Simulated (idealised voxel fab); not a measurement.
process module | voxel wiring stack
cross-section cut | 260 nm wide | cells 5 nm
A cross-section is a grid of square cells, given in bands from the top down. A band is one or more rows of cells.
Each band's line starts with the height of the band's top and of its bottom, in nm. Then come its materials from left to right, each with its width in nm. One material with "throughout" fills the band from edge to edge. "air" is empty space.
Height 0 is the level under which the wafer as received is all one material. The lowest band goes on downwards, as in "0 down".
A width such as "30 to 40" changes by the same amount from each row of cells to the next, from the band's top row to its bottom row.
"no change" after a step means that no cell of the cross-section changed.
closed voids: empty space of 8 cells or more with no open way to the top, each as width x height at its distance from the left edge, in nm
after a step's settings: what the simulator itself notes on the step
overlay nm, on a step with a mask: how far to the right of its planned place the mask lay; to the left if negative
plan
1 op RECEIVE | material Si
2 op CONFORMAL_DEP | material SiO2 | thk nm 15
3 op CONFORMAL_DEP | material SiCN | thk nm 5
4 op DIRECTIONAL_DEP | material lowk | thk nm 15
5 op DIRECTIONAL_DEP | material aC | thk nm 10
6 op PATTERN | tone open | mask id METAL_1 | material resist | width nm 30 | pitch nm 45 | thk nm 30 | overlay nm 0
7 op DIRECTIONAL_ETCH | etch materials aC | depth nm 10
8 op STRIP | etch materials resist
9 op DIRECTIONAL_ETCH | etch materials lowk | depth nm 15
10 op DIRECTIONAL_ETCH | etch materials SiCN | depth nm 5
11 op STRIP | etch materials aC
12 op CONFORMAL_DEP | material TiN | thk nm 5
13 op FILL_DEP | material Ru | thk nm 10
14 op CMP | height nm 35
15 op CONFORMAL_DEP | material SiCN | thk nm 5
16 op DIRECTIONAL_DEP | material SiO2 | thk nm 30
17 op PATTERN | tone open | mask id METAL_2 | material resist | width nm 30 | pitch nm 45 | thk nm 20 | overlay nm 0
18 op DIRECTIONAL_ETCH | etch materials SiO2 | depth nm 20
19 op STRIP | etch materials resist
20 op PATTERN | tone open | mask id METAL_2_HOLES | material resist | width nm 15 | pitch nm 45 | thk nm 20 | overlay nm 0
21 op DIRECTIONAL_ETCH | etch materials SiO2 | depth nm 10
22 op DIRECTIONAL_ETCH | etch materials SiCN | depth nm 5
23 op STRIP | etch materials resist
24 op CONFORMAL_DEP | material TiN | thk nm 5
25 op FILL_DEP | material Cu | thk nm 5
26 op CMP | height nm 70
27 op CONFORMAL_DEP | material SiCN | thk nm 5
28 op DIRECTIONAL_DEP | material lowk | thk nm 30
29 op DIRECTIONAL_DEP | material aC | thk nm 15
30 op PATTERN | tone open | mask id METAL_3_HOLES | material resist | width nm 15 | pitch nm 45 | thk nm 35 | overlay nm 0
31 op DIRECTIONAL_ETCH | etch materials aC | depth nm 15
32 op STRIP | etch materials resist
33 op DIRECTIONAL_ETCH | etch materials lowk | depth nm 30
34 op STRIP | etch materials aC
35 op MASKED_ETCH | tone open | mask id METAL_3 | width nm 30 | pitch nm 45 | etch materials lowk | depth nm 15 | overlay nm 0
36 op MASKED_ETCH | tone open | mask id METAL_3 | width nm 30 | pitch nm 45 | etch materials SiCN | depth nm 5 | overlay nm 0
37 op CONFORMAL_DEP | material TiN | thk nm 5
38 op FILL_DEP | material Cu | thk nm 5
39 op CMP | height nm 105
40 op CONFORMAL_DEP | material SiCN | thk nm 5
first wafer, as planned
as received, after step 1
  0 down: Si throughout
  closed voids: none
after step 2
  15 to 0: SiO2 throughout
  below 0: unchanged
after step 3
  20 to 15: SiCN throughout
  below 15: unchanged
after step 4
  35 to 20: lowk throughout
  below 20: unchanged
after step 5
  45 to 35: aC throughout
  below 35: unchanged
after step 6
  75 to 45: resist 45 | air 30 | resist 15 | air 30 | resist 15 | air 30 | resist 15 | air 30 | resist 50
  below 45: unchanged
after step 7
  65 to 45: resist 45 | air 30 | resist 15 | air 30 | resist 15 | air 30 | resist 15 | air 30 | resist 50
  45 to 35: aC 45 | air 30 | aC 15 | air 30 | aC 15 | air 30 | aC 15 | air 30 | aC 50
  below 35: unchanged
after step 8
  45 to 35: aC 45 | air 30 | aC 15 | air 30 | aC 15 | air 30 | aC 15 | air 30 | aC 50
  below 35: unchanged
after step 9
  45 to 35: aC 45 | air 30 | aC 15 | air 30 | aC 15 | air 30 | aC 15 | air 30 | aC 50
  35 to 20: lowk 45 | air 30 | lowk 15 | air 30 | lowk 15 | air 30 | lowk 15 | air 30 | lowk 50
  below 20: unchanged
after step 10
  45 to 35: aC 45 | air 30 | aC 15 | air 30 | aC 15 | air 30 | aC 15 | air 30 | aC 50
  35 to 20: lowk 45 | air 30 | lowk 15 | air 30 | lowk 15 | air 30 | lowk 15 | air 30 | lowk 50
  20 to 15: SiCN 45 | air 30 | SiCN 15 | air 30 | SiCN 15 | air 30 | SiCN 15 | air 30 | SiCN 50
  below 15: unchanged
after step 11
  35 to 20: lowk 45 | air 30 | lowk 15 | air 30 | lowk 15 | air 30 | lowk 15 | air 30 | lowk 50
  below 20: unchanged
after step 12
  40 to 35: TiN 50 | air 20 | TiN 25 | air 20 | TiN 25 | air 20 | TiN 25 | air 20 | TiN 55
  35 to 20: lowk 45 | TiN 5 | air 20 | TiN 5 | lowk 15 | TiN 5 | air 20 | TiN 5 | lowk 15 | TiN 5 | air 20 | TiN 5 | lowk 15 | TiN 5 | air 20 | TiN 5 | lowk 50
  20 to 15: SiCN 45 | TiN 30 | SiCN 15 | TiN 30 | SiCN 15 | TiN 30 | SiCN 15 | TiN 30 | SiCN 50
  below 15: unchanged
after step 13
  50 to 40: Ru throughout
  40 to 35: TiN 50 | Ru 20 | TiN 25 | Ru 20 | TiN 25 | Ru 20 | TiN 25 | Ru 20 | TiN 55
  35 to 20: lowk 45 | TiN 5 | Ru 20 | TiN 5 | lowk 15 | TiN 5 | Ru 20 | TiN 5 | lowk 15 | TiN 5 | Ru 20 | TiN 5 | lowk 15 | TiN 5 | Ru 20 | TiN 5 | lowk 50
  below 20: unchanged
after step 14
  35 to 20: lowk 45 | TiN 5 | Ru 20 | TiN 5 | lowk 15 | TiN 5 | Ru 20 | TiN 5 | lowk 15 | TiN 5 | Ru 20 | TiN 5 | lowk 15 | TiN 5 | Ru 20 | TiN 5 | lowk 50
  below 20: unchanged
after step 15
  40 to 35: SiCN throughout
  below 35: unchanged
after step 16
  70 to 40: SiO2 throughout
  below 40: unchanged
after step 17
  90 to 70: resist 45 | air 30 | resist 15 | air 30 | resist 15 | air 30 | resist 15 | air 30 | resist 50
  below 70: unchanged
after step 18
  90 to 70: resist 45 | air 30 | resist 15 | air 30 | resist 15 | air 30 | resist 15 | air 30 | resist 50
  70 to 50: SiO2 45 | air 30 | SiO2 15 | air 30 | SiO2 15 | air 30 | SiO2 15 | air 30 | SiO2 50
  below 50: unchanged
after step 19
  70 to 50: SiO2 45 | air 30 | SiO2 15 | air 30 | SiO2 15 | air 30 | SiO2 15 | air 30 | SiO2 50
  below 50: unchanged
after step 20
  90 to 70: resist 45 | air 15 | resist 30 | air 15 | resist 30 | air 15 | resist 30 | air 15 | resist 65
  70 to 50: SiO2 45 | air 15 | resist 15 | SiO2 15 | air 15 | resist 15 | SiO2 15 | air 15 | resist 15 | SiO2 15 | air 15 | resist 15 | SiO2 50
  below 50: unchanged
after step 21
  90 to 70: resist 45 | air 15 | resist 30 | air 15 | resist 30 | air 15 | resist 30 | air 15 | resist 65
  70 to 50: SiO2 45 | air 15 | resist 15 | SiO2 15 | air 15 | resist 15 | SiO2 15 | air 15 | resist 15 | SiO2 15 | air 15 | resist 15 | SiO2 50
  50 to 40: SiO2 45 | air 15 | SiO2 30 | air 15 | SiO2 30 | air 15 | SiO2 30 | air 15 | SiO2 65
  below 40: unchanged
after step 22
  90 to 70: resist 45 | air 15 | resist 30 | air 15 | resist 30 | air 15 | resist 30 | air 15 | resist 65
  70 to 50: SiO2 45 | air 15 | resist 15 | SiO2 15 | air 15 | resist 15 | SiO2 15 | air 15 | resist 15 | SiO2 15 | air 15 | resist 15 | SiO2 50
  50 to 40: SiO2 45 | air 15 | SiO2 30 | air 15 | SiO2 30 | air 15 | SiO2 30 | air 15 | SiO2 65
  40 to 35: SiCN 45 | air 15 | SiCN 30 | air 15 | SiCN 30 | air 15 | SiCN 30 | air 15 | SiCN 65
  below 35: unchanged
after step 23
  70 to 50: SiO2 45 | air 30 | SiO2 15 | air 30 | SiO2 15 | air 30 | SiO2 15 | air 30 | SiO2 50
  below 50: unchanged
after step 24
  75 to 70: TiN 50 | air 20 | TiN 25 | air 20 | TiN 25 | air 20 | TiN 25 | air 20 | TiN 55
  70 to 55: SiO2 45 | TiN 5 | air 20 | TiN 5 | SiO2 15 | TiN 5 | air 20 | TiN 5 | SiO2 15 | TiN 5 | air 20 | TiN 5 | SiO2 15 | TiN 5 | air 20 | TiN 5 | SiO2 50
  55 to 50: SiO2 45 | TiN 5 | air 5 | TiN 20 | SiO2 15 | TiN 5 | air 5 | TiN 20 | SiO2 15 | TiN 5 | air 5 | TiN 20 | SiO2 15 | TiN 5 | air 5 | TiN 20 | SiO2 50
  50 to 40: SiO2 45 | TiN 5 | air 5 | TiN 5 | SiO2 30 | TiN 5 | air 5 | TiN 5 | SiO2 30 | TiN 5 | air 5 | TiN 5 | SiO2 30 | TiN 5 | air 5 | TiN 5 | SiO2 65
  40 to 35: SiCN 45 | TiN 15 | SiCN 30 | TiN 15 | SiCN 30 | TiN 15 | SiCN 30 | TiN 15 | SiCN 65
  below 35: unchanged
after step 25
  80 to 75: Cu throughout
  75 to 70: TiN 50 | Cu 20 | TiN 25 | Cu 20 | TiN 25 | Cu 20 | TiN 25 | Cu 20 | TiN 55
  70 to 55: SiO2 45 | TiN 5 | Cu 20 | TiN 5 | SiO2 15 | TiN 5 | Cu 20 | TiN 5 | SiO2 15 | TiN 5 | Cu 20 | TiN 5 | SiO2 15 | TiN 5 | Cu 20 | TiN 5 | SiO2 50
  55 to 50: SiO2 45 | TiN 5 | Cu 5 | TiN 20 | SiO2 15 | TiN 5 | Cu 5 | TiN 20 | SiO2 15 | TiN 5 | Cu 5 | TiN 20 | SiO2 15 | TiN 5 | Cu 5 | TiN 20 | SiO2 50
  50 to 40: SiO2 45 | TiN 5 | Cu 5 | TiN 5 | SiO2 30 | TiN 5 | Cu 5 | TiN 5 | SiO2 30 | TiN 5 | Cu 5 | TiN 5 | SiO2 30 | TiN 5 | Cu 5 | TiN 5 | SiO2 65
  below 40: unchanged
after step 26
  70 to 55: SiO2 45 | TiN 5 | Cu 20 | TiN 5 | SiO2 15 | TiN 5 | Cu 20 | TiN 5 | SiO2 15 | TiN 5 | Cu 20 | TiN 5 | SiO2 15 | TiN 5 | Cu 20 | TiN 5 | SiO2 50
  below 55: unchanged
after step 27
  75 to 70: SiCN throughout
  below 70: unchanged
after step 28
  105 to 75: lowk throughout
  below 75: unchanged
after step 29
  120 to 105: aC throughout
  below 105: unchanged
after step 30
  155 to 120: resist 45 | air 15 | resist 30 | air 15 | resist 30 | air 15 | resist 30 | air 15 | resist 65
  below 120: unchanged
after step 31
  140 to 120: resist 45 | air 15 | resist 30 | air 15 | resist 30 | air 15 | resist 30 | air 15 | resist 65
  120 to 105: aC 45 | air 15 | aC 30 | air 15 | aC 30 | air 15 | aC 30 | air 15 | aC 65
  below 105: unchanged
after step 32
  120 to 105: aC 45 | air 15 | aC 30 | air 15 | aC 30 | air 15 | aC 30 | air 15 | aC 65
  below 105: unchanged
after step 33
  120 to 105: aC 45 | air 15 | aC 30 | air 15 | aC 30 | air 15 | aC 30 | air 15 | aC 65
  105 to 75: lowk 45 | air 15 | lowk 30 | air 15 | lowk 30 | air 15 | lowk 30 | air 15 | lowk 65
  below 75: unchanged
after step 34
  105 to 75: lowk 45 | air 15 | lowk 30 | air 15 | lowk 30 | air 15 | lowk 30 | air 15 | lowk 65
  below 75: unchanged
after step 35
  105 to 90: lowk 45 | air 30 | lowk 15 | air 30 | lowk 15 | air 30 | lowk 15 | air 30 | lowk 50
  below 90: unchanged
after step 36
  105 to 90: lowk 45 | air 30 | lowk 15 | air 30 | lowk 15 | air 30 | lowk 15 | air 30 | lowk 50
  90 to 75: lowk 45 | air 15 | lowk 30 | air 15 | lowk 30 | air 15 | lowk 30 | air 15 | lowk 65
  75 to 70: SiCN 45 | air 15 | SiCN 30 | air 15 | SiCN 30 | air 15 | SiCN 30 | air 15 | SiCN 65
  below 70: unchanged
after step 37
  110 to 105: TiN 50 | air 20 | TiN 25 | air 20 | TiN 25 | air 20 | TiN 25 | air 20 | TiN 55
  105 to 95: lowk 45 | TiN 5 | air 20 | TiN 5 | lowk 15 | TiN 5 | air 20 | TiN 5 | lowk 15 | TiN 5 | air 20 | TiN 5 | lowk 15 | TiN 5 | air 20 | TiN 5 | lowk 50
  95 to 90: lowk 45 | TiN 5 | air 5 | TiN 20 | lowk 15 | TiN 5 | air 5 | TiN 20 | lowk 15 | TiN 5 | air 5 | TiN 20 | lowk 15 | TiN 5 | air 5 | TiN 20 | lowk 50
  90 to 75: lowk 45 | TiN 5 | air 5 | TiN 5 | lowk 30 | TiN 5 | air 5 | TiN 5 | lowk 30 | TiN 5 | air 5 | TiN 5 | lowk 30 | TiN 5 | air 5 | TiN 5 | lowk 65
  75 to 70: SiCN 45 | TiN 15 | SiCN 30 | TiN 15 | SiCN 30 | TiN 15 | SiCN 30 | TiN 15 | SiCN 65
  below 70: unchanged
after step 38
  115 to 110: Cu throughout
  110 to 105: TiN 50 | Cu 20 | TiN 25 | Cu 20 | TiN 25 | Cu 20 | TiN 25 | Cu 20 | TiN 55
  105 to 95: lowk 45 | TiN 5 | Cu 20 | TiN 5 | lowk 15 | TiN 5 | Cu 20 | TiN 5 | lowk 15 | TiN 5 | Cu 20 | TiN 5 | lowk 15 | TiN 5 | Cu 20 | TiN 5 | lowk 50
  95 to 90: lowk 45 | TiN 5 | Cu 5 | TiN 20 | lowk 15 | TiN 5 | Cu 5 | TiN 20 | lowk 15 | TiN 5 | Cu 5 | TiN 20 | lowk 15 | TiN 5 | Cu 5 | TiN 20 | lowk 50
  90 to 75: lowk 45 | TiN 5 | Cu 5 | TiN 5 | lowk 30 | TiN 5 | Cu 5 | TiN 5 | lowk 30 | TiN 5 | Cu 5 | TiN 5 | lowk 30 | TiN 5 | Cu 5 | TiN 5 | lowk 65
  below 75: unchanged
after step 39
  105 to 95: lowk 45 | TiN 5 | Cu 20 | TiN 5 | lowk 15 | TiN 5 | Cu 20 | TiN 5 | lowk 15 | TiN 5 | Cu 20 | TiN 5 | lowk 15 | TiN 5 | Cu 20 | TiN 5 | lowk 50
  below 95: unchanged
after step 40
  110 to 105: SiCN throughout
  below 105: unchanged
second wafer: like start, like plan, one mistake. Through step 14 it matches the first wafer
when step 15 should have ended
  40 to 35: aC throughout
  below 35: unchanged
when step 16 should have ended
  70 to 40: SiO2 throughout
  below 40: unchanged
when step 17 should have ended
  90 to 70: resist 45 | air 30 | resist 15 | air 30 | resist 15 | air 30 | resist 15 | air 30 | resist 50
  below 70: unchanged
when step 18 should have ended
  90 to 70: resist 45 | air 30 | resist 15 | air 30 | resist 15 | air 30 | resist 15 | air 30 | resist 50
  70 to 50: SiO2 45 | air 30 | SiO2 15 | air 30 | SiO2 15 | air 30 | SiO2 15 | air 30 | SiO2 50
  below 50: unchanged
when step 19 should have ended
  70 to 50: SiO2 45 | air 30 | SiO2 15 | air 30 | SiO2 15 | air 30 | SiO2 15 | air 30 | SiO2 50
  below 50: unchanged
when step 20 should have ended
  90 to 70: resist 45 | air 15 | resist 30 | air 15 | resist 30 | air 15 | resist 30 | air 15 | resist 65
  70 to 50: SiO2 45 | air 15 | resist 15 | SiO2 15 | air 15 | resist 15 | SiO2 15 | air 15 | resist 15 | SiO2 15 | air 15 | resist 15 | SiO2 50
  below 50: unchanged
when step 21 should have ended
  90 to 70: resist 45 | air 15 | resist 30 | air 15 | resist 30 | air 15 | resist 30 | air 15 | resist 65
  70 to 50: SiO2 45 | air 15 | resist 15 | SiO2 15 | air 15 | resist 15 | SiO2 15 | air 15 | resist 15 | SiO2 15 | air 15 | resist 15 | SiO2 50
  50 to 40: SiO2 45 | air 15 | SiO2 30 | air 15 | SiO2 30 | air 15 | SiO2 30 | air 15 | SiO2 65
  below 40: unchanged
when step 22 should have ended: no change
when step 23 should have ended
  70 to 50: SiO2 45 | air 30 | SiO2 15 | air 30 | SiO2 15 | air 30 | SiO2 15 | air 30 | SiO2 50
  below 50: unchanged
when step 24 should have ended
  75 to 70: TiN 50 | air 20 | TiN 25 | air 20 | TiN 25 | air 20 | TiN 25 | air 20 | TiN 55
  70 to 55: SiO2 45 | TiN 5 | air 20 | TiN 5 | SiO2 15 | TiN 5 | air 20 | TiN 5 | SiO2 15 | TiN 5 | air 20 | TiN 5 | SiO2 15 | TiN 5 | air 20 | TiN 5 | SiO2 50
  55 to 45: SiO2 45 | TiN 5 | air 5 | TiN 20 to 5 | SiO2 15 to 30 | TiN 5 | air 5 | TiN 20 to 5 | SiO2 15 to 30 | TiN 5 | air 5 | TiN 20 to 5 | SiO2 15 to 30 | TiN 5 | air 5 | TiN 20 to 5 | SiO2 50 to 65
  45 to 40: SiO2 45 | TiN 15 | SiO2 30 | TiN 15 | SiO2 30 | TiN 15 | SiO2 30 | TiN 15 | SiO2 65
  below 40: unchanged
when step 25 should have ended
  80 to 75: Cu throughout
  75 to 70: TiN 50 | Cu 20 | TiN 25 | Cu 20 | TiN 25 | Cu 20 | TiN 25 | Cu 20 | TiN 55
  70 to 55: SiO2 45 | TiN 5 | Cu 20 | TiN 5 | SiO2 15 | TiN 5 | Cu 20 | TiN 5 | SiO2 15 | TiN 5 | Cu 20 | TiN 5 | SiO2 15 | TiN 5 | Cu 20 | TiN 5 | SiO2 50
  55 to 45: SiO2 45 | TiN 5 | Cu 5 | TiN 20 to 5 | SiO2 15 to 30 | TiN 5 | Cu 5 | TiN 20 to 5 | SiO2 15 to 30 | TiN 5 | Cu 5 | TiN 20 to 5 | SiO2 15 to 30 | TiN 5 | Cu 5 | TiN 20 to 5 | SiO2 50 to 65
  below 45: unchanged
when step 26 should have ended
  70 to 55: SiO2 45 | TiN 5 | Cu 20 | TiN 5 | SiO2 15 | TiN 5 | Cu 20 | TiN 5 | SiO2 15 | TiN 5 | Cu 20 | TiN 5 | SiO2 15 | TiN 5 | Cu 20 | TiN 5 | SiO2 50
  below 55: unchanged
when step 27 should have ended
  75 to 70: SiCN throughout
  below 70: unchanged
when step 28 should have ended
  105 to 75: lowk throughout
  below 75: unchanged
when step 29 should have ended
  120 to 105: aC throughout
  below 105: unchanged
when step 30 should have ended
  155 to 120: resist 45 | air 15 | resist 30 | air 15 | resist 30 | air 15 | resist 30 | air 15 | resist 65
  below 120: unchanged
when step 31 should have ended
  140 to 120: resist 45 | air 15 | resist 30 | air 15 | resist 30 | air 15 | resist 30 | air 15 | resist 65
  120 to 105: aC 45 | air 15 | aC 30 | air 15 | aC 30 | air 15 | aC 30 | air 15 | aC 65
  below 105: unchanged
when step 32 should have ended
  120 to 105: aC 45 | air 15 | aC 30 | air 15 | aC 30 | air 15 | aC 30 | air 15 | aC 65
  below 105: unchanged
when step 33 should have ended
  120 to 105: aC 45 | air 15 | aC 30 | air 15 | aC 30 | air 15 | aC 30 | air 15 | aC 65
  105 to 75: lowk 45 | air 15 | lowk 30 | air 15 | lowk 30 | air 15 | lowk 30 | air 15 | lowk 65
  below 75: unchanged
when step 34 should have ended
  105 to 75: lowk 45 | air 15 | lowk 30 | air 15 | lowk 30 | air 15 | lowk 30 | air 15 | lowk 65
  below 75: unchanged
when step 35 should have ended
  105 to 90: lowk 45 | air 30 | lowk 15 | air 30 | lowk 15 | air 30 | lowk 15 | air 30 | lowk 50
  below 90: unchanged
when step 36 should have ended
  105 to 90: lowk 45 | air 30 | lowk 15 | air 30 | lowk 15 | air 30 | lowk 15 | air 30 | lowk 50
  90 to 75: lowk 45 | air 15 | lowk 30 | air 15 | lowk 30 | air 15 | lowk 30 | air 15 | lowk 65
  75 to 70: SiCN 45 | air 15 | SiCN 30 | air 15 | SiCN 30 | air 15 | SiCN 30 | air 15 | SiCN 65
  below 70: unchanged
when step 37 should have ended
  110 to 105: TiN 50 | air 20 | TiN 25 | air 20 | TiN 25 | air 20 | TiN 25 | air 20 | TiN 55
  105 to 95: lowk 45 | TiN 5 | air 20 | TiN 5 | lowk 15 | TiN 5 | air 20 | TiN 5 | lowk 15 | TiN 5 | air 20 | TiN 5 | lowk 15 | TiN 5 | air 20 | TiN 5 | lowk 50
  95 to 90: lowk 45 | TiN 5 | air 5 | TiN 20 | lowk 15 | TiN 5 | air 5 | TiN 20 | lowk 15 | TiN 5 | air 5 | TiN 20 | lowk 15 | TiN 5 | air 5 | TiN 20 | lowk 50
  90 to 75: lowk 45 | TiN 5 | air 5 | TiN 5 | lowk 30 | TiN 5 | air 5 | TiN 5 | lowk 30 | TiN 5 | air 5 | TiN 5 | lowk 30 | TiN 5 | air 5 | TiN 5 | lowk 65
  75 to 70: SiCN 45 | TiN 15 | SiCN 30 | TiN 15 | SiCN 30 | TiN 15 | SiCN 30 | TiN 15 | SiCN 65
  below 70: unchanged
when step 38 should have ended
  115 to 110: Cu throughout
  110 to 105: TiN 50 | Cu 20 | TiN 25 | Cu 20 | TiN 25 | Cu 20 | TiN 25 | Cu 20 | TiN 55
  105 to 95: lowk 45 | TiN 5 | Cu 20 | TiN 5 | lowk 15 | TiN 5 | Cu 20 | TiN 5 | lowk 15 | TiN 5 | Cu 20 | TiN 5 | lowk 15 | TiN 5 | Cu 20 | TiN 5 | lowk 50
  95 to 90: lowk 45 | TiN 5 | Cu 5 | TiN 20 | lowk 15 | TiN 5 | Cu 5 | TiN 20 | lowk 15 | TiN 5 | Cu 5 | TiN 20 | lowk 15 | TiN 5 | Cu 5 | TiN 20 | lowk 50
  90 to 75: lowk 45 | TiN 5 | Cu 5 | TiN 5 | lowk 30 | TiN 5 | Cu 5 | TiN 5 | lowk 30 | TiN 5 | Cu 5 | TiN 5 | lowk 30 | TiN 5 | Cu 5 | TiN 5 | lowk 65
  below 75: unchanged
when step 39 should have ended
  105 to 95: lowk 45 | TiN 5 | Cu 20 | TiN 5 | lowk 15 | TiN 5 | Cu 20 | TiN 5 | lowk 15 | TiN 5 | Cu 20 | TiN 5 | lowk 15 | TiN 5 | Cu 20 | TiN 5 | lowk 50
  below 95: unchanged
when step 40 should have ended
  110 to 105: SiCN throughout
  below 105: unchanged
what went wrong: step 15 ran as: op CONFORMAL_DEP | material aC | thk nm 5
at the end the second wafer has, in cells: 4 fewer of Cu | 40 fewer of SiCN | 8 fewer of TiN | 52 more of aC
